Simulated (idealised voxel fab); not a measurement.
You're looking at the process module voxel gate over fins.
Pictured: cross-section cut, 240 nm wide, on a grid of 5 nm square cells.
Format of a cross-section: grid, square cells. Given as bands. Order: top down. Band: one or more rows of cells.
Read a band's entry like this: the first values are the height of its top and the height of its bottom in nm, and what follows is the sequence of materials from left to right, each with its width in nm. Note that "air" is empty space, and that a single material marked "throughout" reaches across the band from edge to edge.
The level at which height equals 0 is the one under which the wafer, as it arrives, is entirely one material. No lower edge exists for the bottom band, which continues downward and is notated as in "z 0 and below".
With a width like "30..40", each row of cells in the band differs from the next by the same amount, the top row carrying the first number and the bottom row the second.
A step reported as "same as before" is a step in which no cell of the cross-section changed.
Each empty space that has no open way to the top and spans at least 8 cells appears under "Fully closed voids" as width x height at distance, the distance counted from the left edge, all in nm.
Whatever follows a step's settings on its line is a remark the simulator itself makes about that step.
When a step includes a mask, the "overlay nm" setting on its line states how far to the right of its planned place that mask lay, and negative values state how far to the left.
# Set out below are the planned steps of the process
| 1 | RECEIVE | material Si |
| 2 | CONFORMAL_DEP | material SiN | thk nm 10 |
| 3 | PATTERN | tone cover | mask id FINS | material resist | width nm 15 | pitch nm 35 | thk nm 15 | overlay nm 0 |
| 4 | DIRECTIONAL_ETCH | etch materials SiN | depth nm 10 |
| 5 | DIRECTIONAL_ETCH | etch materials Si | depth nm 40 |
| 6 | STRIP | etch materials resist |
| 7 | FILL_DEP | material SiO2 | thk nm 10 |
| 8 | CMP | height nm 10 |
| 9 | SELECTIVE_ETCH | etch materials SiO2 | depth nm 20 |
| 10 | STRIP | etch materials SiN |
| 11 | CONFORMAL_DEP | material HfO2 | thk nm 5 |
| 12 | CONFORMAL_DEP | material TiN | thk nm 5 |
| 13 | CONFORMAL_DEP | material TiAl | thk nm 5 |
| 14 | CONFORMAL_DEP | material TiN | thk nm 5 |
| 15 | FILL_DEP | material W | thk nm 10 |
| 16 | CMP | height nm 25 |
| 17 | CONFORMAL_DEP | material SiCN | thk nm 10 |
# As-received wafer cross-section (after step 1)
* z 0 and below = Si throughout
* Fully closed voids: none
# End-of-module cross-section of the first of two wafers, processed as planned
* z 35 to 25 = SiCN throughout
* z 25 to 20 = W throughout
* z 20 to 15 = 55 nm W  125 nm TiN  60 nm W
* z 15 to 10 = 55 nm W  5 nm TiN  115 nm TiAl  5 nm TiN  60 nm W
* z 10 to 5 = 60 nm TiN  5 nm TiAl  105 nm TiN  5 nm TiAl  65 nm TiN
* z 5 to 0 = 65 nm TiAl  5 nm TiN  25 nm HfO2  10 nm TiN  25 nm HfO2  10 nm TiN  25 nm HfO2  5 nm TiN  70 nm TiAl
* z 0 to -5 = 70 nm TiN  5 nm HfO2  15 nm Si  5 nm HfO2  10 nm TiN  5 nm HfO2  15 nm Si  5 nm HfO2  10 nm TiN  5 nm HfO2  15 nm Si  5 nm HfO2  75 nm TiN
* z -5 to -10 = 75 nm HfO2  15 nm Si  20 nm HfO2  15 nm Si  20 nm HfO2  15 nm Si  80 nm HfO2
* z -10 to -40 = 75 nm SiO2  15 nm Si  20 nm SiO2  15 nm Si  20 nm SiO2  15 nm Si  80 nm SiO2
* z -40 and below = Si throughout
* Fully closed voids: none
# Second wafer cross-section at end of module - shared start and plan with the first, one mistake in the run
* z 35 to 25 = SiCN throughout
* z 25 to 15 = W throughout
* z 15 to 10 = 60 nm W  115 nm TiN  65 nm W
* z 10 to 5 = 60 nm W  5 nm TiN  105 nm TiAl  5 nm TiN  65 nm W
* z 5 to 0 = 65 nm TiN  5 nm TiAl  25 nm TiN  10 nm TiAl  25 nm TiN  10 nm TiAl  25 nm TiN  5 nm TiAl  70 nm TiN
* z 0 to -5 = 70 nm TiAl  5 nm TiN  15 nm Si  5 nm TiN  10 nm TiAl  5 nm TiN  15 nm Si  5 nm TiN  10 nm TiAl  5 nm TiN  15 nm Si  5 nm TiN  75 nm TiAl
* z -5 to -10 = 75 nm TiN  15 nm Si  20 nm TiN  15 nm Si  20 nm TiN  15 nm Si  80 nm TiN
* z -10 to -40 = 75 nm SiO2  15 nm Si  20 nm SiO2  15 nm Si  20 nm SiO2  15 nm Si  80 nm SiO2
* z -40 and below = Si throughout
* Fully closed voids: none
Run error: plan step 11 skipped
Final cells, second wafer relative to first, materials higher or lower: -60 HfO2; +8 TiAl; +52 W
